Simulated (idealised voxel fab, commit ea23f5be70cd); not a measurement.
process module | voxel ribs on slabs
Section cut is 200 nm wide and gridded with 5 nm square cells.
How to read a cross-section here: the picture is a grid of square cells, written as bands going from the top down, and any band can span one or more rows of cells.
The band entry comprises the height of the band's top followed by the height of its bottom, expressed in nm, and subsequently the band's materials from left to right, each stated together with its width in nm. Where a single material is marked with the word "everywhere", that material fills the band from edge to edge. The word "empty" represents empty space.
Zero point of the height axis is 0; under it, received wafer = one material. Lowest band: continues down indefinitely, "0 down".
Note: "30..40" means the width goes from the first number (top row of the band) to the second number (bottom row) in equal steps per row of cells.
When a step is marked "all unchanged", none of the cells in the cross-section changed during that step.
"Closed void listing" specifies each empty space that is not open to the top and that occupies no fewer than 8 cells, using the form width x height at distance, the distance measured from the left edge and all three quantities in nm.
Where a step's line continues beyond its settings, the continuation is a remark by the simulator itself on that step.
Steps that use a mask can have "overlay nm" on their line. It says how far the mask sat to the right of where it was meant to be. Negative means to the left.

Here's what the planned process steps look like:
1. RECEIVE, material Si
2. DIRECTIONAL_DEP, material SiO2, thk nm 30
3. DIRECTIONAL_DEP, material SiN, thk nm 15
4. PATTERN, tone cover, mask id RIB, material resist, width nm 30, thk nm 20, overlay nm 0
5. DIRECTIONAL_ETCH, etch materials SiN, depth nm 5
6. STRIP, etch materials resist
7. PATTERN, tone cover, mask id SLAB, material resist, width nm 70, thk nm 20, overlay nm 0
8. DIRECTIONAL_ETCH, etch materials SiN, depth nm 10
9. STRIP, etch materials resist
10. FILL_DEP, material SiO2, thk nm 25
11. CMP, height nm 60
12. DIRECTIONAL_DEP, material TiN, thk nm 5
13. PATTERN, tone cover, mask id HEATER, material resist, width nm 40, thk nm 15, overlay nm 0
14. DIRECTIONAL_ETCH, etch materials TiN, depth nm 5
15. STRIP, etch materials resist
16. CONFORMAL_DEP, material SiO2, thk nm 10

As-received state of the wafer in cross-section, equivalent to post-step 1:
* 0 down = Si everywhere
* Closed void listing: none

The first of the two wafers as seen in cross-section once the module was finished; processing followed the plan:
* 75 to 70 = 70 of empty, then 60 of SiO2, then 70 of empty
* 70 to 65 = SiO2 everywhere
* 65 to 60 = 80 of SiO2, then 40 of TiN, then 80 of SiO2
* 60 to 45 = SiO2 everywhere
* 45 to 40 = 85 of SiO2, then 30 of SiN, then 85 of SiO2
* 40 to 30 = 65 of SiO2, then 70 of SiN, then 65 of SiO2
* 30 to 0 = SiO2 everywhere
* 0 down = Si everywhere
* Closed void listing: none

End-of-module cross-section of the second wafer: identical starting point and process plan to the first, with one processing mistake:
* 75 to 45 = SiO2 everywhere
* 45 to 40 = 85 of SiO2, then 30 of SiN, then 85 of SiO2
* 40 to 30 = 65 of SiO2, then 70 of SiN, then 65 of SiO2
* 30 to 0 = SiO2 everywhere
* 0 down = Si everywhere
* Closed void listing: none
Short version of what went wrong: step 12 did not use the planned setting and instead ran as DIRECTIONAL_DEP, material SiO2, thk nm 5
Per the end-of-run cell counts, the second wafer holds more or fewer of some materials than the first: 36 more of SiO2; 8 fewer of TiN
